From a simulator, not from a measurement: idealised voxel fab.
This is a process module. Its name is voxel spacer lines.
Section cut is 185 nm wide and gridded with 5 nm square cells.
We lay out every cross-section as a grid of square cells and spell it out in bands from the top down, where one band means one or more rows of cells.
Read a band's entry like this: the first values are the height of its top and the height of its bottom in nm, and what follows is the sequence of materials from left to right, each with its width in nm. Note that "air" is empty space, and that a single material marked "throughout" reaches across the band from edge to edge.
Height reference: 0 = level under which incoming wafer is all one material. Lowest band: no bottom, runs on downward, e.g. "0 -> down".
Read "30 to 40" as a graded width: first number on top, second number at the bottom, same change between each pair of neighbouring rows.
Step marked "remains unaltered"? Then no cell in the cross-section changed in it.
Enclosed voids (no open way to top), threshold 8 cells or more, entry "Sealed void list", notation width x height at distance, distance from left edge, nm.
after a step's settings: what the simulator itself notes on the step
overlay nm: how far to the right of its planned place the mask lay on this masked step (negative: to the left).

## Process steps - plan
1 RECEIVE | material Si
2 CONFORMAL_DEP | material Al2O3 | thk nm 10
3 DIRECTIONAL_DEP | material W | thk nm 10
4 DIRECTIONAL_DEP | material polySi | thk nm 25
5 PATTERN | tone cover | mask id MANDREL | material resist | width nm 15 | pitch nm 50 | thk nm 30 | overlay nm 0
6 DIRECTIONAL_ETCH | etch materials polySi | depth nm 25
7 STRIP | etch materials resist
8 CONFORMAL_DEP | material SiO2 | thk nm 10
9 DIRECTIONAL_ETCH | etch materials SiO2 | depth nm 10
10 STRIP | etch materials polySi
11 DIRECTIONAL_ETCH | etch materials W | depth nm 10
12 STRIP | etch materials SiO2
13 FILL_DEP | material lowk | thk nm 10
14 CMP | height nm 20

## First of two wafers - as planned

## as received, after step 1
> 0 -> down | Si throughout
> Sealed void list: none

## You're looking at a cross-section of the wafer after step 2
> 10 -> 0 | Al2O3 throughout
> Whatever lies below 0 is exactly as it was before.

## You're looking at a cross-section of the wafer after step 3
> 20 -> 10 | W throughout
> Whatever lies below 10 is exactly as it was before.

## You're looking at a cross-section of the wafer after step 4
> 45 -> 20 | polySi throughout
> Whatever lies below 20 is exactly as it was before.

## You're looking at a cross-section of the wafer after step 5
> 75 -> 45 | 60 air  15 resist  35 air  15 resist  60 air
> Whatever lies below 45 is exactly as it was before.

## You're looking at a cross-section of the wafer after step 6
> 75 -> 45 | 60 air  15 resist  35 air  15 resist  60 air
> 45 -> 20 | 60 air  15 polySi  35 air  15 polySi  60 air
> Whatever lies below 20 is exactly as it was before.

## You're looking at a cross-section of the wafer after step 7
> 45 -> 20 | 60 air  15 polySi  35 air  15 polySi  60 air
> Whatever lies below 20 is exactly as it was before.

## You're looking at a cross-section of the wafer after step 8
> 55 -> 45 | 50 air  35 SiO2  15 air  35 SiO2  50 air
> 45 -> 30 | 50 air  10 SiO2  15 polySi  10 SiO2  15 air  10 SiO2  15 polySi  10 SiO2  50 air
> 30 -> 20 | 60 SiO2  15 polySi  35 SiO2  15 polySi  60 SiO2
> Whatever lies below 20 is exactly as it was before.

## You're looking at a cross-section of the wafer after step 9
> 45 -> 20 | 50 air  10 SiO2  15 polySi  10 SiO2  15 air  10 SiO2  15 polySi  10 SiO2  50 air
> Whatever lies below 20 is exactly as it was before.

## You're looking at a cross-section of the wafer after step 10
> 45 -> 20 | 50 air  10 SiO2  15 air  10 SiO2  15 air  10 SiO2  15 air  10 SiO2  50 air
> Whatever lies below 20 is exactly as it was before.

## You're looking at a cross-section of the wafer after step 11
> 45 -> 20 | 50 air  10 SiO2  15 air  10 SiO2  15 air  10 SiO2  15 air  10 SiO2  50 air
> 20 -> 10 | 50 air  10 W  15 air  10 W  15 air  10 W  15 air  10 W  50 air
> Whatever lies below 10 is exactly as it was before.

## You're looking at a cross-section of the wafer after step 12
> 20 -> 10 | 50 air  10 W  15 air  10 W  15 air  10 W  15 air  10 W  50 air
> Whatever lies below 10 is exactly as it was before.

## You're looking at a cross-section of the wafer after step 13
> 30 -> 20 | lowk throughout
> 20 -> 10 | 50 lowk  10 W  15 lowk  10 W  15 lowk  10 W  15 lowk  10 W  50 lowk
> Whatever lies below 10 is exactly as it was before.

## You're looking at a cross-section of the wafer after step 14
> 20 -> 10 | 50 lowk  10 W  15 lowk  10 W  15 lowk  10 W  15 lowk  10 W  50 lowk
> Whatever lies below 10 is exactly as it was before.

## Wafer two of two - same starting point, same process plan, one mistake in execution; matches wafer one up to and including step 7

## Second wafer: cross-section at the scheduled end of step 8
> 50 -> 45 | 55 air  25 SiO2  25 air  25 SiO2  55 air
> 45 -> 25 | 55 air  5 SiO2  15 polySi  5 SiO2  25 air  5 SiO2  15 polySi  5 SiO2  55 air
> 25 -> 20 | 60 SiO2  15 polySi  35 SiO2  15 polySi  60 SiO2
> Whatever lies below 20 is exactly as it was before.

## Second wafer: cross-section at the scheduled end of step 9
> 45 -> 40 | 60 air  15 polySi  35 air  15 polySi  60 air
> 40 -> 20 | 55 air  5 SiO2  15 polySi  5 SiO2  25 air  5 SiO2  15 polySi  5 SiO2  55 air
> Whatever lies below 20 is exactly as it was before.

## Second wafer: cross-section at the scheduled end of step 10
> 40 -> 20 | 55 air  5 SiO2  15 air  5 SiO2  25 air  5 SiO2  15 air  5 SiO2  55 air
> Whatever lies below 20 is exactly as it was before.

## Second wafer: cross-section at the scheduled end of step 11
> 40 -> 20 | 55 air  5 SiO2  15 air  5 SiO2  25 air  5 SiO2  15 air  5 SiO2  55 air
> 20 -> 10 | 55 air  5 W  15 air  5 W  25 air  5 W  15 air  5 W  55 air
> Whatever lies below 10 is exactly as it was before.

## Second wafer: cross-section at the scheduled end of step 12
> 20 -> 10 | 55 air  5 W  15 air  5 W  25 air  5 W  15 air  5 W  55 air
> Whatever lies below 10 is exactly as it was before.

## Second wafer: cross-section at the scheduled end of step 13
> 30 -> 20 | lowk throughout
> 20 -> 10 | 55 lowk  5 W  15 lowk  5 W  25 lowk  5 W  15 lowk  5 W  55 lowk
> Whatever lies below 10 is exactly as it was before.

## Second wafer: cross-section at the scheduled end of step 14
> 20 -> 10 | 55 lowk  5 W  15 lowk  5 W  25 lowk  5 W  15 lowk  5 W  55 lowk
> Whatever lies below 10 is exactly as it was before.
Run error: step 8 was not run as planned; what actually ran was CONFORMAL_DEP | material SiO2 | thk nm 5
Final comparison by cell count, materials where the second wafer has more or fewer than the first: 8 fewer of W; 8 more of lowk
